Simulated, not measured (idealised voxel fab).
Module name: voxel ribs on slabs (process module)
200 nm wide, 5 nm square cells: that's cross-section cut.
Notation: cross-section as square-cell grid; stated in bands, top first, going down; one or more cell rows per band.
Look at the band entry: it leads with the top's height and the bottom's height in nm. Then it lists the materials left to right, with a width in nm for each. The word "throughout" on a single material says that material fills the band edge to edge. The word "air" is empty space.
Height is counted from the level 0, under which the received wafer is composed throughout of one material. The lowest of the bands is not closed at the bottom but continues downward, in the notation "0 and below".
Graded width ("30..40"): value in top row of band = first number; value in bottom row = second number; row-to-row change constant.
"nothing got changed" (step): cross-section cells unchanged, all of them.
Look at "Fully sealed voids" for the closed voids: empty spaces with no open path to the top, sized 8 cells or up. Each is width x height at distance, distance from the left edge, all nm.
Step line, after settings: the simulator's comment on this step.
overlay nm: mask offset rightward from planned place, masked step; negative means leftward offset.

[Steps planned for the process]
| 1 | op RECEIVE | material Si |
| 2 | op DIRECTIONAL_DEP | material SiO2 | thk nm 30 |
| 3 | op DIRECTIONAL_DEP | material SiN | thk nm 25 |
| 4 | op MASKED_ETCH | tone cover | mask id RIB | width nm 20 | etch materials SiN | depth nm 5 | overlay nm 0 |
| 5 | op PATTERN | tone cover | mask id SLAB | material resist | width nm 80 | thk nm 20 | overlay nm 0 |
| 6 | op DIRECTIONAL_ETCH | etch materials SiN | depth nm 20 |
| 7 | op STRIP | etch materials resist |
| 8 | op FILL_DEP | material SiO2 | thk nm 15 |
| 9 | op CMP | height nm 65 |
| 10 | op DIRECTIONAL_DEP | material TiN | thk nm 10 |
| 11 | op MASKED_ETCH | tone cover | mask id HEATER | width nm 30 | etch materials TiN | depth nm 10 | overlay nm 0 |
| 12 | op CONFORMAL_DEP | material SiN | thk nm 10 |

[So this is the incoming wafer in cross-section - it's already been through step 1]
- 0 and below: Si throughout
- Fully sealed voids: none

[One mistake in running the module, otherwise start and plan as above: cross-section at the end]
- 85 down to 75: 75 of air  50 of SiO2  75 of air
- 75 down to 65: 85 of SiO2  30 of TiN  85 of SiO2
- 65 down to 55: SiO2 throughout
- 55 down to 50: 90 of SiO2  20 of SiN  90 of SiO2
- 50 down to 30: 60 of SiO2  80 of SiN  60 of SiO2
- 30 down to 0: SiO2 throughout
- 0 and below: Si throughout
- Fully sealed voids: none
Finding, execution versus plan: it should be noted that step 12 was executed with settings other than those planned, the operation and settings actually applied being op CONFORMAL_DEP | material SiO2 | thk nm 10
